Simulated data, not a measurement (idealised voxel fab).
process module | voxel transistor to metal
cross-section cut | 165 nm wide | cells 5 nm
A cross-section is a grid of square cells, given in bands from the top down. A band is one or more rows of cells.
Each band's line starts with the height of the band's top and of its bottom, in nm. Then come its materials from left to right, each with its width in nm. One material with "throughout" fills the band from edge to edge. "air" is empty space.
Height 0 is the level under which the wafer as received is all one material. The lowest band goes on downwards, as in "0 down".
A width such as "30 to 40" changes by the same amount from each row of cells to the next, from the band's top row to its bottom row.
"no change" after a step means that no cell of the cross-section changed.
closed voids: empty space of 8 cells or more with no open way to the top, each as width x height at its distance from the left edge, in nm
after a step's settings: what the simulator itself notes on the step
overlay nm, on a step with a mask: how far to the right of its planned place the mask lay; to the left if negative
Each pair below shows a cross-section before one step and the cross-section after it, down to the lowest band that changed. The line under each pair gives the step between them, with its settings. The pairs can come from different runs of this module on the same starting wafer, so a pair continues from the pair above only where its "before" says so.
before
  85 to 65: SiO2 throughout
  65 to 60: SiCN throughout
  60 to 50: SiO2 40 | TiN 5 | W 15 | TiN 5 | SiO2 35 | TiN 5 | W 15 | TiN 5 | SiO2 40
  50 to 45: SiO2 40 | TiN 5 | W 10 | TiN 10 | SiO2 35 | TiN 10 | W 10 | TiN 5 | SiO2 40
  45 to 40: SiO2 40 | TiN 5 | W 10 | TiN 5 | SiN 10 | SiCN 25 | SiN 10 | TiN 5 | W 10 | TiN 5 | SiO2 40
  40 to 35: SiO2 40 | TiN 20 | SiN 10 | SiCN 25 | SiN 10 | TiN 20 | SiO2 40
  35 to 30: SiCN throughout
  30 to 0: polySi throughout
  0 to -5: SiO2 throughout
  -5 to -25: SiO2 30 | Si 105 | SiO2 30
  -25 down: Si throughout
  closed voids: none
after
  85 to 65: SiO2 40 | air 15 | SiO2 55 | air 15 | SiO2 40
  below 65: unchanged
  closed voids: none
the step between: op MASKED_ETCH | tone open | mask id METAL_1 | width nm 15 | pitch nm 70 | etch materials SiO2 | depth nm 20 | overlay nm 0
before: the cross-section after the pair above
after
  85 to 65: SiO2 40 | air 15 | SiO2 55 | air 15 | SiO2 40
  65 to 60: SiCN 40 | air 15 | SiCN 55 | air 15 | SiCN 40
  below 60: unchanged
  closed voids: none
the step between: op MASKED_ETCH | tone open | mask id METAL_1 | width nm 15 | pitch nm 70 | etch materials SiCN | depth nm 5 | overlay nm 0
before: the cross-section after the pair above
after
  90 to 85: TiN 45 | air 5 | TiN 65 | air 5 | TiN 45
  85 to 65: SiO2 40 | TiN 5 | air 5 | TiN 5 | SiO2 55 | TiN 5 | air 5 | TiN 5 | SiO2 40
  65 to 60: SiCN 40 | TiN 15 | SiCN 55 | TiN 15 | SiCN 40
  below 60: unchanged
  closed voids: none
the step between: op CONFORMAL_DEP | material TiN | thk nm 5
before: the cross-section after the pair above
after
  95 to 90: Cu throughout
  90 to 85: TiN 45 | Cu 5 | TiN 65 | Cu 5 | TiN 45
  85 to 65: SiO2 40 | TiN 5 | Cu 5 | TiN 5 | SiO2 55 | TiN 5 | Cu 5 | TiN 5 | SiO2 40
  below 65: unchanged
  closed voids: none
the step between: op FILL_DEP | material Cu | thk nm 5
before: the cross-section after the pair above
after
  85 to 65: SiO2 40 | TiN 5 | Cu 5 | TiN 5 | SiO2 55 | TiN 5 | Cu 5 | TiN 5 | SiO2 40
  below 65: unchanged
  closed voids: none
the step between: op CMP | height nm 85
before: the cross-section after the pair above
after
  90 to 85: SiN throughout
  below 85: unchanged
  closed voids: none
the step between: op CONFORMAL_DEP | material SiN | thk nm 5
before
  15 to 5: air 30 | SiN 105 | air 30
  5 to 0: SiO2 throughout
  0 to -25: SiO2 30 | Si 105 | SiO2 30
  -25 down: Si throughout
  closed voids: none
after
  15 to 5: air 30 | SiN 105 | air 30
  5 to 0: air 35 | SiO2 95 | air 35
  below 0: unchanged
  closed voids: none
the step between: op SELECTIVE_ETCH | etch materials SiO2 | depth nm 5
before: the cross-section after the pair above
after
  5 to 0: air 35 | SiO2 95 | air 35
  below 0: unchanged
  closed voids: none
the step between: op STRIP | etch materials SiN
before: the cross-section after the pair above
after
  5 to 0: air 35 | SiO2 95 | air 35
  0 to -5: SiO2 40 | Si 85 | SiO2 40
  below -5: unchanged
  closed voids: none
the step between: op OXIDIZE | depth nm 5
before: the cross-section after the pair above
after
  35 to 30: air 35 | polySi 95 | air 35
  30 to 5: polySi throughout
  5 to 0: polySi 35 | SiO2 95 | polySi 35
  below 0: unchanged
  closed voids: none
the step between: op DIRECTIONAL_DEP | material polySi | thk nm 30
before: the cross-section after the pair above
after
  50 to 45: air 35 | SiCN 95 | air 35
  45 to 35: SiCN throughout
  35 to 30: SiCN 35 | polySi 95 | SiCN 35
  below 30: unchanged
  closed voids: none
the step between: op DIRECTIONAL_DEP | material SiCN | thk nm 15
before: the cross-section after the pair above
after
  70 to 50: air 70 | resist 25 | air 70
  below 50: unchanged
  closed voids: none
the step between: op PATTERN | tone cover | mask id GATE | material resist | width nm 25 | thk nm 20 | overlay nm 0
before: the cross-section after the pair above
after
  70 to 50: air 70 | resist 25 | air 70
  50 to 35: air 70 | SiCN 25 | air 70
  35 to 30: air 35 | polySi 95 | air 35
  below 30: unchanged
  closed voids: none
the step between: op DIRECTIONAL_ETCH | etch materials SiCN | depth nm 25
before: the cross-section after the pair above
after
  70 to 50: air 70 | resist 25 | air 70
  50 to 35: air 70 | SiCN 25 | air 70
  35 to 5: air 70 | polySi 25 | air 70
  5 to 0: air 35 | SiO2 95 | air 35
  below 0: unchanged
  closed voids: none
the step between: op DIRECTIONAL_ETCH | etch materials polySi | depth nm 40
before: the cross-section after the pair above
after
  50 to 35: air 70 | SiCN 25 | air 70
  below 35: unchanged
  closed voids: none
the step between: op STRIP | etch materials resist
before: the cross-section after the pair above
after
  60 to 50: air 60 | SiN 45 | air 60
  50 to 35: air 60 | SiN 10 | SiCN 25 | SiN 10 | air 60
  35 to 15: air 60 | SiN 10 | polySi 25 | SiN 10 | air 60
  15 to 10: air 25 | SiN 45 | polySi 25 | SiN 45 | air 25
  10 to 5: SiN 70 | polySi 25 | SiN 70
  5 to 0: SiN 35 | SiO2 95 | SiN 35
  below 0: unchanged
  closed voids: none
the step between: op CONFORMAL_DEP | material SiN | thk nm 10
before: the cross-section after the pair above
after
  50 to 35: air 60 | SiN 10 | SiCN 25 | SiN 10 | air 60
  35 to 5: air 60 | SiN 10 | polySi 25 | SiN 10 | air 60
  5 to 0: air 25 | SiN 10 | SiO2 95 | SiN 10 | air 25
  below 0: unchanged
  closed voids: none
the step between: op DIRECTIONAL_ETCH | etch materials SiN | depth nm 10
before: the cross-section after the pair above
after
  50 to 35: air 60 | SiN 10 | SiCN 25 | SiN 10 | air 60
  35 to 5: air 60 | SiN 10 | polySi 25 | SiN 10 | air 60
  5 to 0: air 25 | SiN 10 | air 25 | SiO2 45 | air 25 | SiN 10 | air 25
  0 to -5: air 25 | SiO2 15 | Si 85 | SiO2 15 | air 25
  below -5: unchanged
  closed voids: none
the step between: op DIRECTIONAL_ETCH | etch materials SiO2 | depth nm 5
before: the cross-section after the pair above
after
  50 to 35: air 60 | SiN 10 | SiCN 25 | SiN 10 | air 60
  35 to 5: air 60 | SiN 10 | polySi 25 | SiN 10 | air 60
  5 to 0: air 25 | SiN 10 | air 25 | SiO2 45 | air 25 | SiN 10 | air 25
  0 to -5: air 25 | SiO2 15 | air 20 | Si 45 | air 20 | SiO2 15 | air 25
  -5 to -15: SiO2 30 | Si 10 | air 20 | Si 45 | air 20 | Si 10 | SiO2 30
  below -15: unchanged
  closed voids: none
the step between: op DIRECTIONAL_ETCH | etch materials Si | depth nm 15
before: the cross-section after the pair above
after
  50 to 35: air 60 | SiN 10 | SiCN 25 | SiN 10 | air 60
  35 to 15: air 60 | SiN 10 | polySi 25 | SiN 10 | air 60
  15 to 5: air 45 to 30 | SiGe 15 to 30 | SiN 10 | polySi 25 | SiN 10 | SiGe 15 to 30 | air 45 to 30
  5 to 0: air 25 | SiN 10 | SiGe 25 | SiO2 45 | SiGe 25 | SiN 10 | air 25
  0 to -5: air 25 | SiO2 15 | SiGe 20 | Si 45 | SiGe 20 | SiO2 15 | air 25
  -5 to -15: SiO2 30 | Si 10 | SiGe 20 | Si 45 | SiGe 20 | Si 10 | SiO2 30
  below -15: unchanged
  closed voids: none
the step between: op EPI | material SiGe | thk nm 15
before: the cross-section after the pair above
after
  60 to 50: SiO2 throughout
  50 to 35: SiO2 60 | SiN 10 | SiCN 25 | SiN 10 | SiO2 60
  35 to 15: SiO2 60 | SiN 10 | polySi 25 | SiN 10 | SiO2 60
  15 to 5: SiO2 45 to 30 | SiGe 15 to 30 | SiN 10 | polySi 25 | SiN 10 | SiGe 15 to 30 | SiO2 45 to 30
  5 to 0: SiO2 25 | SiN 10 | SiGe 25 | SiO2 45 | SiGe 25 | SiN 10 | SiO2 25
  0 to -5: SiO2 40 | SiGe 20 | Si 45 | SiGe 20 | SiO2 40
  below -5: unchanged
  closed voids: none
the step between: op FILL_DEP | material SiO2 | thk nm 10
before: the cross-section after the pair above
after
  45 to 35: SiO2 60 | SiN 10 | SiCN 25 | SiN 10 | SiO2 60
  below 35: unchanged
  closed voids: none
the step between: op CMP | height nm 45
before: the cross-section after the pair above
after
  60 to 45: SiO2 throughout
  below 45: unchanged
  closed voids: none
the step between: op DIRECTIONAL_DEP | material SiO2 | thk nm 15
before: the cross-section after the pair above
after
  80 to 60: resist 40 | air 25 | resist 35 | air 25 | resist 40
  below 60: unchanged
  closed voids: none
the step between: op PATTERN | tone open | mask id CONTACT | material resist | width nm 25 | pitch nm 60 | thk nm 20 | overlay nm 0
before: the cross-section after the pair above
after
  80 to 60: resist 40 | air 25 | resist 35 | air 25 | resist 40
  60 to 45: SiO2 40 | air 25 | SiO2 35 | air 25 | SiO2 40
  45 to 35: SiO2 40 | air 20 | SiN 10 | SiCN 25 | SiN 10 | air 20 | SiO2 40
  35 to 15: SiO2 40 | air 20 | SiN 10 | polySi 25 | SiN 10 | air 20 | SiO2 40
  15 to 10: SiO2 40 | air 5 | SiGe 15 | SiN 10 | polySi 25 | SiN 10 | SiGe 15 | air 5 | SiO2 40
  below 10: unchanged
  closed voids: none
the step between: op DIRECTIONAL_ETCH | etch materials SiO2 | depth nm 65
before: the cross-section after the pair above
after
  60 to 45: SiO2 40 | air 25 | SiO2 35 | air 25 | SiO2 40
  below 45: unchanged
  closed voids: none
the step between: op STRIP | etch materials resist
before: the cross-section after the pair above
after
  65 to 60: TiN 45 | air 15 | TiN 45 | air 15 | TiN 45
  60 to 50: SiO2 40 | TiN 5 | air 15 | TiN 5 | SiO2 35 | TiN 5 | air 15 | TiN 5 | SiO2 40
  50 to 45: SiO2 40 | TiN 5 | air 10 | TiN 10 | SiO2 35 | TiN 10 | air 10 | TiN 5 | SiO2 40
  45 to 35: SiO2 40 | TiN 5 | air 10 | TiN 5 | SiN 10 | SiCN 25 | SiN 10 | TiN 5 | air 10 | TiN 5 | SiO2 40
  35 to 20: SiO2 40 | TiN 5 | air 10 | TiN 5 | SiN 10 | polySi 25 | SiN 10 | TiN 5 | air 10 | TiN 5 | SiO2 40
  20 to 15: SiO2 40 | TiN 20 | SiN 10 | polySi 25 | SiN 10 | TiN 20 | SiO2 40
  15 to 10: SiO2 40 | TiN 5 | SiGe 15 | SiN 10 | polySi 25 | SiN 10 | SiGe 15 | TiN 5 | SiO2 40
  below 10: unchanged
  closed voids: none
the step between: op CONFORMAL_DEP | material TiN | thk nm 5
before: the cross-section after the pair above
after
  70 to 65: W throughout
  65 to 60: TiN 45 | W 15 | TiN 45 | W 15 | TiN 45
  60 to 50: SiO2 40 | TiN 5 | W 15 | TiN 5 | SiO2 35 | TiN 5 | W 15 | TiN 5 | SiO2 40
  50 to 45: SiO2 40 | TiN 5 | W 10 | TiN 10 | SiO2 35 | TiN 10 | W 10 | TiN 5 | SiO2 40
  45 to 35: SiO2 40 | TiN 5 | W 10 | TiN 5 | SiN 10 | SiCN 25 | SiN 10 | TiN 5 | W 10 | TiN 5 | SiO2 40
  35 to 20: SiO2 40 | TiN 5 | W 10 | TiN 5 | SiN 10 | polySi 25 | SiN 10 | TiN 5 | W 10 | TiN 5 | SiO2 40
  below 20: unchanged
  closed voids: none
the step between: op FILL_DEP | material W | thk nm 5
before: the cross-section after the pair above
after
  60 to 50: SiO2 40 | TiN 5 | W 15 | TiN 5 | SiO2 35 | TiN 5 | W 15 | TiN 5 | SiO2 40
  below 50: unchanged
  closed voids: none
the step between: op CMP | height nm 60
before: the cross-section after the pair above
after
  65 to 60: SiCN throughout
  below 60: unchanged
  closed voids: none
the step between: op CONFORMAL_DEP | material SiCN | thk nm 5
before: the cross-section after the pair above
after
  85 to 65: SiO2 throughout
  below 65: unchanged
  closed voids: none
the step between: op DIRECTIONAL_DEP | material SiO2 | thk nm 20
before: the cross-section after the pair above
after
  85 to 65: SiO2 40 | air 15 | SiO2 55 | air 15 | SiO2 40
  below 65: unchanged
  closed voids: none
the step between: op MASKED_ETCH | tone open | mask id METAL_1 | width nm 15 | pitch nm 70 | etch materials SiO2 | depth nm 20 | overlay nm 0
before: the cross-section after the pair above
after
  85 to 65: SiO2 40 | air 15 | SiO2 55 | air 15 | SiO2 40
  65 to 60: SiCN 40 | air 15 | SiCN 55 | air 15 | SiCN 40
  below 60: unchanged
  closed voids: none
the step between: op MASKED_ETCH | tone open | mask id METAL_1 | width nm 15 | pitch nm 70 | etch materials SiCN | depth nm 5 | overlay nm 0
before: the cross-section after the pair above
after
  90 to 85: TiN 45 | air 5 | TiN 65 | air 5 | TiN 45
  85 to 65: SiO2 40 | TiN 5 | air 5 | TiN 5 | SiO2 55 | TiN 5 | air 5 | TiN 5 | SiO2 40
  65 to 60: SiCN 40 | TiN 15 | SiCN 55 | TiN 15 | SiCN 40
  below 60: unchanged
  closed voids: none
the step between: op CONFORMAL_DEP | material TiN | thk nm 5
before: the cross-section after the pair above
after
  95 to 90: Cu throughout
  90 to 85: TiN 45 | Cu 5 | TiN 65 | Cu 5 | TiN 45
  85 to 65: SiO2 40 | TiN 5 | Cu 5 | TiN 5 | SiO2 55 | TiN 5 | Cu 5 | TiN 5 | SiO2 40
  below 65: unchanged
  closed voids: none
the step between: op FILL_DEP | material Cu | thk nm 5
before: the cross-section after the pair above
after
  85 to 65: SiO2 40 | TiN 5 | Cu 5 | TiN 5 | SiO2 55 | TiN 5 | Cu 5 | TiN 5 | SiO2 40
  below 65: unchanged
  closed voids: none
the step between: op CMP | height nm 85
before: the cross-section after the pair above
after
  90 to 85: SiN throughout
  below 85: unchanged
  closed voids: none
the step between: op CONFORMAL_DEP | material SiN | thk nm 5
before
  60 to 50: SiO2 40 | TiN 5 | W 15 | TiN 5 | SiO2 35 | TiN 5 | W 15 | TiN 5 | SiO2 40
  50 to 45: SiO2 40 | TiN 5 | W 10 | TiN 10 | SiO2 35 | TiN 10 | W 10 | TiN 5 | SiO2 40
  45 to 30: SiO2 40 | TiN 5 | W 10 | TiN 5 | SiN 10 | SiCN 25 | SiN 10 | TiN 5 | W 10 | TiN 5 | SiO2 40
  30 to 15: SiO2 40 | TiN 5 | W 10 | TiN 5 | SiN 10 | polySi 25 | SiN 10 | TiN 5 | W 10 | TiN 5 | SiO2 40
  15 to 10: SiO2 40 | TiN 20 | SiN 10 | polySi 25 | SiN 10 | TiN 20 | SiO2 40
  10 to 0: SiO2 40 | TiN 5 | SiGe 15 | SiN 10 | polySi 25 | SiN 10 | SiGe 15 | TiN 5 | SiO2 40
  0 to -5: SiO2 40 | TiN 5 | SiGe 15 | SiO2 45 | SiGe 15 | TiN 5 | SiO2 40
  -5 to -20: SiO2 30 | SiGe 30 | Si 45 | SiGe 30 | SiO2 30
  -20 to -25: SiO2 30 | Si 105 | SiO2 30
  -25 down: Si throughout
  closed voids: none
after
  75 to 60: SiCN throughout
  below 60: unchanged
  closed voids: none
the step between: op CONFORMAL_DEP | material SiCN | thk nm 15
before: the cross-section after the pair above
after
  95 to 75: SiO2 throughout
  below 75: unchanged
  closed voids: none
the step between: op DIRECTIONAL_DEP | material SiO2 | thk nm 20
before: the cross-section after the pair above
after
  95 to 75: SiO2 40 | air 15 | SiO2 55 | air 15 | SiO2 40
  below 75: unchanged
  closed voids: none
the step between: op MASKED_ETCH | tone open | mask id METAL_1 | width nm 15 | pitch nm 70 | etch materials SiO2 | depth nm 20 | overlay nm 0
before: the cross-section after the pair above
after
  95 to 75: SiO2 40 | air 15 | SiO2 55 | air 15 | SiO2 40
  75 to 70: SiCN 40 | air 15 | SiCN 55 | air 15 | SiCN 40
  below 70: unchanged
  closed voids: none
the step between: op MASKED_ETCH | tone open | mask id METAL_1 | width nm 15 | pitch nm 70 | etch materials SiCN | depth nm 5 | overlay nm 0
before: the cross-section after the pair above
after
  100 to 95: TiN 45 | air 5 | TiN 65 | air 5 | TiN 45
  95 to 75: SiO2 40 | TiN 5 | air 5 | TiN 5 | SiO2 55 | TiN 5 | air 5 | TiN 5 | SiO2 40
  75 to 70: SiCN 40 | TiN 15 | SiCN 55 | TiN 15 | SiCN 40
  below 70: unchanged
  closed voids: none
the step between: op CONFORMAL_DEP | material TiN | thk nm 5
before: the cross-section after the pair above
after
  105 to 100: Cu throughout
  100 to 95: TiN 45 | Cu 5 | TiN 65 | Cu 5 | TiN 45
  95 to 75: SiO2 40 | TiN 5 | Cu 5 | TiN 5 | SiO2 55 | TiN 5 | Cu 5 | TiN 5 | SiO2 40
  below 75: unchanged
  closed voids: none
the step between: op FILL_DEP | material Cu | thk nm 5
before: the cross-section after the pair above
after
  85 to 75: SiO2 40 | TiN 5 | Cu 5 | TiN 5 | SiO2 55 | TiN 5 | Cu 5 | TiN 5 | SiO2 40
  below 75: unchanged
  closed voids: none
the step between: op CMP | height nm 85
before: the cross-section after the pair above
after
  90 to 85: SiN throughout
  below 85: unchanged
  closed voids: none
the step between: op CONFORMAL_DEP | material SiN | thk nm 5
before
  85 to 65: SiO2 throughout
  65 to 60: SiCN throughout
  60 to 50: SiO2 40 | TiN 5 | W 15 | TiN 5 | SiO2 35 | TiN 5 | W 15 | TiN 5 | SiO2 40
  50 to 45: SiO2 40 | TiN 5 | W 10 | TiN 10 | SiO2 35 | TiN 10 | W 10 | TiN 5 | SiO2 40
  45 to 30: SiO2 40 | TiN 5 | W 10 | TiN 5 | SiN 10 | SiCN 25 | SiN 10 | TiN 5 | W 10 | TiN 5 | SiO2 40
  30 to 15: SiO2 40 | TiN 5 | W 10 | TiN 5 | SiN 10 | polySi 25 | SiN 10 | TiN 5 | W 10 | TiN 5 | SiO2 40
  15 to 10: SiO2 40 | TiN 20 | SiN 10 | polySi 25 | SiN 10 | TiN 20 | SiO2 40
  10 to 0: SiO2 40 | TiN 5 | SiGe 15 | SiN 10 | polySi 25 | SiN 10 | SiGe 15 | TiN 5 | SiO2 40
  0 to -5: SiO2 40 | TiN 5 | SiGe 15 | SiO2 45 | SiGe 15 | TiN 5 | SiO2 40
  -5 to -20: SiO2 30 | SiGe 30 | Si 45 | SiGe 30 | SiO2 30
  -20 to -25: SiO2 30 | Si 105 | SiO2 30
  -25 down: Si throughout
  closed voids: none
after
  85 to 65: SiO2 35 | air 25 | SiO2 45 | air 25 | SiO2 35
  below 65: unchanged
  closed voids: none
the step between: op MASKED_ETCH | tone open | mask id METAL_1 | width nm 25 | pitch nm 70 | etch materials SiO2 | depth nm 20 | overlay nm 0
before: the cross-section after the pair above
after
  85 to 65: SiO2 35 | air 25 | SiO2 45 | air 25 | SiO2 35
  65 to 60: SiCN 40 | air 15 | SiCN 55 | air 15 | SiCN 40
  below 60: unchanged
  closed voids: none
the step between: op MASKED_ETCH | tone open | mask id METAL_1 | width nm 15 | pitch nm 70 | etch materials SiCN | depth nm 5 | overlay nm 0
before: the cross-section after the pair above
after
  90 to 85: TiN 40 | air 15 | TiN 55 | air 15 | TiN 40
  85 to 70: SiO2 35 | TiN 5 | air 15 | TiN 5 | SiO2 45 | TiN 5 | air 15 | TiN 5 | SiO2 35
  70 to 65: SiO2 35 | TiN 10 | air 5 | TiN 10 | SiO2 45 | TiN 10 | air 5 | TiN 10 | SiO2 35
  65 to 60: SiCN 40 | TiN 15 | SiCN 55 | TiN 15 | SiCN 40
  below 60: unchanged
  closed voids: none
the step between: op CONFORMAL_DEP | material TiN | thk nm 5
before: the cross-section after the pair above
after
  95 to 90: Cu throughout
  90 to 85: TiN 40 | Cu 15 | TiN 55 | Cu 15 | TiN 40
  85 to 70: SiO2 35 | TiN 5 | Cu 15 | TiN 5 | SiO2 45 | TiN 5 | Cu 15 | TiN 5 | SiO2 35
  70 to 65: SiO2 35 | TiN 10 | Cu 5 | TiN 10 | SiO2 45 | TiN 10 | Cu 5 | TiN 10 | SiO2 35
  below 65: unchanged
  closed voids: none
the step between: op FILL_DEP | material Cu | thk nm 5
before: the cross-section after the pair above
after
  85 to 70: SiO2 35 | TiN 5 | Cu 15 | TiN 5 | SiO2 45 | TiN 5 | Cu 15 | TiN 5 | SiO2 35
  below 70: unchanged
  closed voids: none
the step between: op CMP | height nm 85
before: the cross-section after the pair above
after
  90 to 85: SiN throughout
  below 85: unchanged
  closed voids: none
the step between: op CONFORMAL_DEP | material SiN | thk nm 5
before
  60 to 45: SiO2 throughout
  45 to 30: SiO2 60 | SiN 10 | SiCN 25 | SiN 10 | SiO2 60
  30 to 10: SiO2 60 | SiN 10 | polySi 25 | SiN 10 | SiO2 60
  10 to 0: SiO2 45 | SiGe 15 | SiN 10 | polySi 25 | SiN 10 | SiGe 15 | SiO2 45
  0 to -5: SiO2 45 | SiGe 15 | SiO2 45 | SiGe 15 | SiO2 45
  -5 to -20: SiO2 30 | SiGe 30 | Si 45 | SiGe 30 | SiO2 30
  -20 to -25: SiO2 30 | Si 105 | SiO2 30
  -25 down: Si throughout
  closed voids: none
after
  80 to 60: resist 50 | air 25 | resist 35 | air 25 | resist 30
  below 60: unchanged
  closed voids: none
the step between: op PATTERN | tone open | mask id CONTACT | material resist | width nm 25 | pitch nm 60 | thk nm 20 | overlay nm 10
before: the cross-section after the pair above
after
  80 to 60: resist 50 | air 25 | resist 35 | air 25 | resist 30
  60 to 45: SiO2 50 | air 25 | SiO2 35 | air 25 | SiO2 30
  45 to 30: SiO2 50 | air 10 | SiN 10 | SiCN 25 | SiN 10 | SiO2 5 | air 25 | SiO2 30
  30 to 10: SiO2 50 | air 10 | SiN 10 | polySi 25 | SiN 10 | SiO2 5 | air 25 | SiO2 30
  10 to 0: SiO2 45 | SiGe 15 | SiN 10 | polySi 25 | SiN 10 | SiGe 15 | air 15 | SiO2 30
  0 to -5: SiO2 45 | SiGe 15 | SiO2 45 | SiGe 15 | air 15 | SiO2 30
  below -5: unchanged
  closed voids: none
the step between: op DIRECTIONAL_ETCH | etch materials SiO2 | depth nm 65
before: the cross-section after the pair above
after
  60 to 45: SiO2 50 | air 25 | SiO2 35 | air 25 | SiO2 30
  below 45: unchanged
  closed voids: none
the step between: op STRIP | etch materials resist
before: the cross-section after the pair above
after
  65 to 60: TiN 55 | air 15 | TiN 45 | air 15 | TiN 35
  60 to 50: SiO2 50 | TiN 5 | air 15 | TiN 5 | SiO2 35 | TiN 5 | air 15 | TiN 5 | SiO2 30
  50 to 45: SiO2 50 | TiN 25 | SiO2 35 | TiN 5 | air 15 | TiN 5 | SiO2 30
  45 to 30: SiO2 50 | TiN 10 | SiN 10 | SiCN 25 | SiN 10 | SiO2 5 | TiN 5 | air 15 | TiN 5 | SiO2 30
  30 to 15: SiO2 50 | TiN 10 | SiN 10 | polySi 25 | SiN 10 | SiO2 5 | TiN 5 | air 15 | TiN 5 | SiO2 30
  15 to 10: SiO2 50 | TiN 10 | SiN 10 | polySi 25 | SiN 10 | SiO2 5 | TiN 15 | air 5 | TiN 5 | SiO2 30
  10 to 0: SiO2 45 | SiGe 15 | SiN 10 | polySi 25 | SiN 10 | SiGe 15 | TiN 5 | air 5 | TiN 5 | SiO2 30
  0 to -5: SiO2 45 | SiGe 15 | SiO2 45 | SiGe 15 | TiN 15 | SiO2 30
  below -5: unchanged
  closed voids: none
the step between: op CONFORMAL_DEP | material TiN | thk nm 5
before: the cross-section after the pair above
after
  70 to 65: W throughout
  65 to 60: TiN 55 | W 15 | TiN 45 | W 15 | TiN 35
  60 to 50: SiO2 50 | TiN 5 | W 15 | TiN 5 | SiO2 35 | TiN 5 | W 15 | TiN 5 | SiO2 30
  50 to 45: SiO2 50 | TiN 25 | SiO2 35 | TiN 5 | W 15 | TiN 5 | SiO2 30
  45 to 30: SiO2 50 | TiN 10 | SiN 10 | SiCN 25 | SiN 10 | SiO2 5 | TiN 5 | W 15 | TiN 5 | SiO2 30
  30 to 15: SiO2 50 | TiN 10 | SiN 10 | polySi 25 | SiN 10 | SiO2 5 | TiN 5 | W 15 | TiN 5 | SiO2 30
  15 to 10: SiO2 50 | TiN 10 | SiN 10 | polySi 25 | SiN 10 | SiO2 5 | TiN 15 | W 5 | TiN 5 | SiO2 30
  10 to 0: SiO2 45 | SiGe 15 | SiN 10 | polySi 25 | SiN 10 | SiGe 15 | TiN 5 | W 5 | TiN 5 | SiO2 30
  below 0: unchanged
  closed voids: none
the step between: op FILL_DEP | material W | thk nm 5
before: the cross-section after the pair above
after
  60 to 50: SiO2 50 | TiN 5 | W 15 | TiN 5 | SiO2 35 | TiN 5 | W 15 | TiN 5 | SiO2 30
  below 50: unchanged
  closed voids: none
the step between: op CMP | height nm 60
before: the cross-section after the pair above
after
  65 to 60: SiCN throughout
  below 60: unchanged
  closed voids: none
the step between: op CONFORMAL_DEP | material SiCN | thk nm 5
before: the cross-section after the pair above
after
  85 to 65: SiO2 throughout
  below 65: unchanged
  closed voids: none
the step between: op DIRECTIONAL_DEP | material SiO2 | thk nm 20
before: the cross-section after the pair above
after
  85 to 65: SiO2 40 | air 15 | SiO2 55 | air 15 | SiO2 40
  below 65: unchanged
  closed voids: none
the step between: op MASKED_ETCH | tone open | mask id METAL_1 | width nm 15 | pitch nm 70 | etch materials SiO2 | depth nm 20 | overlay nm 0
before: the cross-section after the pair above
after
  85 to 65: SiO2 40 | air 15 | SiO2 55 | air 15 | SiO2 40
  65 to 60: SiCN 40 | air 15 | SiCN 55 | air 15 | SiCN 40
  below 60: unchanged
  closed voids: none
the step between: op MASKED_ETCH | tone open | mask id METAL_1 | width nm 15 | pitch nm 70 | etch materials SiCN | depth nm 5 | overlay nm 0
before: the cross-section after the pair above
after
  90 to 85: TiN 45 | air 5 | TiN 65 | air 5 | TiN 45
  85 to 65: SiO2 40 | TiN 5 | air 5 | TiN 5 | SiO2 55 | TiN 5 | air 5 | TiN 5 | SiO2 40
  65 to 60: SiCN 40 | TiN 15 | SiCN 55 | TiN 15 | SiCN 40
  below 60: unchanged
  closed voids: none
the step between: op CONFORMAL_DEP | material TiN | thk nm 5
before: the cross-section after the pair above
after
  95 to 90: Cu throughout
  90 to 85: TiN 45 | Cu 5 | TiN 65 | Cu 5 | TiN 45
  85 to 65: SiO2 40 | TiN 5 | Cu 5 | TiN 5 | SiO2 55 | TiN 5 | Cu 5 | TiN 5 | SiO2 40
  below 65: unchanged
  closed voids: none
the step between: op FILL_DEP | material Cu | thk nm 5
before: the cross-section after the pair above
after
  85 to 65: SiO2 40 | TiN 5 | Cu 5 | TiN 5 | SiO2 55 | TiN 5 | Cu 5 | TiN 5 | SiO2 40
  below 65: unchanged
  closed voids: none
the step between: op CMP | height nm 85
before: the cross-section after the pair above
after
  90 to 85: SiN throughout
  below 85: unchanged
  closed voids: none
the step between: op CONFORMAL_DEP | material SiN | thk nm 5
before
  85 to 65: SiO2 40 | air 15 | SiO2 55 | air 15 | SiO2 40
  65 to 60: SiCN 40 | air 15 | SiCN 55 | air 15 | SiCN 40
  60 to 50: SiO2 40 | TiN 5 | W 15 | TiN 5 | SiO2 35 | TiN 5 | W 15 | TiN 5 | SiO2 40
  50 to 45: SiO2 40 | TiN 5 | W 10 | TiN 10 | SiO2 35 | TiN 10 | W 10 | TiN 5 | SiO2 40
  45 to 30: SiO2 40 | TiN 5 | W 10 | TiN 5 | SiN 10 | SiCN 25 | SiN 10 | TiN 5 | W 10 | TiN 5 | SiO2 40
  30 to 15: SiO2 40 | TiN 5 | W 10 | TiN 5 | SiN 10 | polySi 25 | SiN 10 | TiN 5 | W 10 | TiN 5 | SiO2 40
  15 to 10: SiO2 40 | TiN 20 | SiN 10 | polySi 25 | SiN 10 | TiN 20 | SiO2 40
  10 to 0: SiO2 40 | TiN 5 | SiGe 15 | SiN 10 | polySi 25 | SiN 10 | SiGe 15 | TiN 5 | SiO2 40
  0 to -5: SiO2 40 | TiN 5 | SiGe 15 | SiO2 45 | SiGe 15 | TiN 5 | SiO2 40
  -5 to -20: SiO2 30 | SiGe 30 | Si 45 | SiGe 30 | SiO2 30
  -20 to -25: SiO2 30 | Si 105 | SiO2 30
  -25 down: Si throughout
  closed voids: none
after
  90 to 85: SiCN 45 | air 5 | SiCN 65 | air 5 | SiCN 45
  85 to 65: SiO2 40 | SiCN 5 | air 5 | SiCN 5 | SiO2 55 | SiCN 5 | air 5 | SiCN 5 | SiO2 40
  65 to 60: SiCN throughout
  below 60: unchanged
  closed voids: none
the step between: op CONFORMAL_DEP | material SiCN | thk nm 5
before: the cross-section after the pair above
after
  95 to 90: Cu throughout
  90 to 85: SiCN 45 | Cu 5 | SiCN 65 | Cu 5 | SiCN 45
  85 to 65: SiO2 40 | SiCN 5 | Cu 5 | SiCN 5 | SiO2 55 | SiCN 5 | Cu 5 | SiCN 5 | SiO2 40
  below 65: unchanged
  closed voids: none
the step between: op FILL_DEP | material Cu | thk nm 5
before: the cross-section after the pair above
after
  85 to 65: SiO2 40 | SiCN 5 | Cu 5 | SiCN 5 | SiO2 55 | SiCN 5 | Cu 5 | SiCN 5 | SiO2 40
  below 65: unchanged
  closed voids: none
the step between: op CMP | height nm 85
before: the cross-section after the pair above
after
  90 to 85: SiN throughout
  below 85: unchanged
  closed voids: none
the step between: op CONFORMAL_DEP | material SiN | thk nm 5
before
  15 to 5: SiN throughout
  5 to 0: SiO2 throughout
  0 down: Si throughout
  closed voids: none
after
  35 to 15: resist 30 | air 105 | resist 30
  below 15: unchanged
  closed voids: none
the step between: op PATTERN | tone open | mask id ACTIVE | material resist | width nm 105 | thk nm 20 | overlay nm 0
